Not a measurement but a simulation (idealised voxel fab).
Process module under the name voxel double patterning
220 nm wide, 5 nm square cells: that's cross-section cut.
A cross-section is written here as square cells arranged in a grid, and it is given in bands from the top down, each band taking up one or more rows of cells. Band entry format. Leading values: height of top, height of bottom, nm. Remainder: materials in left-to-right order, each with its width in nm. Special words: "full width" on a single material, which then fills the band edge to edge; "blank", empty space. Heights from 0 (as-received wafer is one material below). Bottom band endless downward, as "from 0 down". You'd read "30->40" like this: the band's top row of cells is as wide as the first number, its bottom row is as wide as the second, and going down, every row changes width by the same amount as the row before did. Step note "no change" = no cross-section cell changed. Voids not open to the top, 8 cells minimum: see "Enclosed void list". Written width x height at distance; distance is from the left edge; nm. Note: text after step settings on the step line = simulator remark on that step. Regarding "overlay nm": on a step with a mask, it is the distance the mask lay to the right of its planned place; a negative value places it to the left.
Steps in the process plan
1. RECEIVE,material Si
2. CONFORMAL_DEP,material SiO2,thk nm 10
3. DIRECTIONAL_DEP,material TiN,thk nm 20
4. DIRECTIONAL_DEP,material SiCN,thk nm 5
5. MASKED_ETCH,tone open,mask id FIRST,width nm 15,pitch nm 50,etch materials SiCN,depth nm 5,overlay nm 0
6. DIRECTIONAL_DEP,material aC,thk nm 15
7. PATTERN,tone open,mask id SECOND,material resist,width nm 15,pitch nm 50,thk nm 35,overlay nm 0
8. DIRECTIONAL_ETCH,etch materials aC,depth nm 15
9. STRIP,etch materials resist
10. DIRECTIONAL_ETCH,etch materials SiCN,depth nm 5
11. STRIP,etch materials aC
12. DIRECTIONAL_ETCH,etch materials TiN,depth nm 20
13. STRIP,etch materials SiCN
Don't read the plan's width nm for step 5 as applying to every wafer: that's the first wafer's value, and the wafers differ in it, though they all start identical.
Incoming state of the first of several wafers in cross-section: after step 1
* from 0 down | Si full width
* Enclosed void list: none
Gained (+) or lost (-) cells of each material since receipt, then closed voids: one row per wafer, at the end of the module
width nm 15; +88 SiO2; +116 TiN; Enclosed void list: none
width nm 20; +88 SiO2; +104 TiN; Enclosed void list: none
width nm 25; +88 SiO2; +92 TiN; Enclosed void list: none
width nm 30; +88 SiO2; +80 TiN; Enclosed void list: none
